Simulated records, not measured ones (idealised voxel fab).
The document below concerns the process module designated voxel wiring stack.
Xsec cut, 255 nm wide, square cell size 5 nm.
Format of a cross-section: grid, square cells. Given as bands. Order: top down. Band: one or more rows of cells.
The entry gives the band's vertical extent as a top height and a bottom height in nm, then its horizontal make-up as materials from left to right, each with a width in nm. "blank" stands for empty space; a single material marked "full width" fills the band edge to edge.
Counting heights begins at 0, where everything beneath is, in the wafer as received, one material. The lowest band has no bottom; it goes on downwards, as "top 0, no bottom" shows.
A width given as "30->40" starts at the first number in the band's top row and ends at the second number in its bottom row, shifting by an equal amount at every step from row to row.
Any step labelled "identical to before" changed none of the cells in the cross-section.
You'll see "Sealed internal voids" listing empty spaces that have no way open to the top, as long as they're 8 cells or more; the notation is width x height at distance, where the distance is from the left edge, and all of it is in nm.
Where a step's line continues beyond its settings, the continuation is a remark by the simulator itself on that step.
overlay nm: for a step with a mask, the amount by which the mask lay right of where it was planned; a negative amount means left of it.

The process steps that were planned are listed below
step 1: RECEIVE [material Si]
step 2: CONFORMAL_DEP [material SiO2] [thk nm 10]
step 3: CONFORMAL_DEP [material SiCN] [thk nm 5]
step 4: DIRECTIONAL_DEP [material SiO2] [thk nm 20]
step 5: DIRECTIONAL_DEP [material aC] [thk nm 10]
step 6: PATTERN [tone open] [mask id METAL_1] [material resist] [width nm 30] [pitch nm 55] [thk nm 30] [overlay nm 0]
step 7: DIRECTIONAL_ETCH [etch materials aC] [depth nm 10]
step 8: STRIP [etch materials resist]
step 9: DIRECTIONAL_ETCH [etch materials SiO2] [depth nm 20]
step 10: DIRECTIONAL_ETCH [etch materials SiCN] [depth nm 5]
step 11: STRIP [etch materials aC]
step 12: CONFORMAL_DEP [material TiN] [thk nm 5]
step 13: FILL_DEP [material Ru] [thk nm 10]
step 14: CMP [height nm 35]
step 15: CONFORMAL_DEP [material SiCN] [thk nm 5]
step 16: DIRECTIONAL_DEP [material lowk] [thk nm 20]
step 17: DIRECTIONAL_DEP [material aC] [thk nm 15]
step 18: PATTERN [tone open] [mask id PLUG_1] [material resist] [width nm 15] [thk nm 35] [overlay nm 0]
step 19: DIRECTIONAL_ETCH [etch materials aC] [depth nm 15]
step 20: STRIP [etch materials resist]
step 21: DIRECTIONAL_ETCH [etch materials lowk] [depth nm 20]
step 22: DIRECTIONAL_ETCH [etch materials SiCN] [depth nm 5]
step 23: STRIP [etch materials aC]
step 24: CONFORMAL_DEP [material TiN] [thk nm 5]
step 25: FILL_DEP [material Cu] [thk nm 10]
step 26: CMP [height nm 60]
step 27: CONFORMAL_DEP [material SiN] [thk nm 5]
step 28: DIRECTIONAL_DEP [material SiO2] [thk nm 25]
step 29: MASKED_ETCH [tone open] [mask id METAL_2] [width nm 30] [pitch nm 55] [etch materials SiO2] [depth nm 25] [overlay nm 0]
step 30: MASKED_ETCH [tone open] [mask id METAL_2] [width nm 30] [pitch nm 55] [etch materials SiN] [depth nm 5] [overlay nm 0]
step 31: CONFORMAL_DEP [material TiN] [thk nm 5]
step 32: FILL_DEP [material Ru] [thk nm 5]
step 33: CMP [height nm 90]
step 34: CONFORMAL_DEP [material SiN] [thk nm 5]
Across this set of wafers, the varied parameter is the thk nm of step 24. Starting conditions are identical for every wafer, and the plan reports the value assigned to the first wafer.

Cross-section of the first incoming wafer of several, state after step 1
- top 0, no bottom = Si full width
- Sealed internal voids: none

Cross-sectional representation of the first of several wafers at the end of the module, i.e. after its terminal step, step 34
- top 95, bottom 90 = SiN full width
- top 90, bottom 65 = SiO2 85, then TiN 5, then Ru 20, then TiN 5, then SiO2 25, then TiN 5, then Ru 20, then TiN 5, then SiO2 85
- top 65, bottom 60 = SiN 85, then TiN 30, then SiN 25, then TiN 30, then SiN 85
- top 60, bottom 40 = lowk 85, then TiN 5, then Cu 5, then TiN 5, then lowk 155
- top 40, bottom 35 = SiCN 85, then TiN 15, then SiCN 155
- top 35, bottom 15 = SiO2 85, then TiN 5, then Ru 20, then TiN 5, then SiO2 25, then TiN 5, then Ru 20, then TiN 5, then SiO2 85
- top 15, bottom 10 = SiCN 85, then TiN 30, then SiCN 25, then TiN 30, then SiCN 85
- top 10, bottom 0 = SiO2 full width
- top 0, no bottom = Si full width
- Sealed internal voids: none

Cross-section at module completion, last wafer
- top 95, bottom 90 = SiN full width
- top 90, bottom 65 = SiO2 85, then TiN 5, then Ru 20, then TiN 5, then SiO2 25, then TiN 5, then Ru 20, then TiN 5, then SiO2 85
- top 65, bottom 60 = SiN 85, then TiN 30, then SiN 25, then TiN 30, then SiN 85
- top 60, bottom 40 = lowk 85, then TiN 15, then lowk 155
- top 40, bottom 35 = SiCN 85, then TiN 15, then SiCN 155
- top 35, bottom 15 = SiO2 85, then TiN 5, then Ru 20, then TiN 5, then SiO2 25, then TiN 5, then Ru 20, then TiN 5, then SiO2 85
- top 15, bottom 10 = SiCN 85, then TiN 30, then SiCN 25, then TiN 30, then SiCN 85
- top 10, bottom 0 = SiO2 full width
- top 0, no bottom = Si full width
- Sealed internal voids: none

Below is a per-wafer table. In it, each row describes the wafer at the end of the module by giving, for each material, the number of cells gained (+) or lost (-) since the wafer was received, and after that the closed voids of the wafer
thk nm 5 | +4 Cu | +72 Ru | +87 SiCN | +90 SiN | +453 SiO2 | +71 TiN | +192 lowk | Sealed internal voids: none
thk nm 10 | +72 Ru | +87 SiCN | +90 SiN | +453 SiO2 | +75 TiN | +192 lowk | Sealed internal voids: none
thk nm 15 | +72 Ru | +87 SiCN | +90 SiN | +453 SiO2 | +75 TiN | +192 lowk | Sealed internal voids: none
thk nm 20 | +72 Ru | +87 SiCN | +90 SiN | +453 SiO2 | +75 TiN | +192 lowk | Sealed internal voids: none
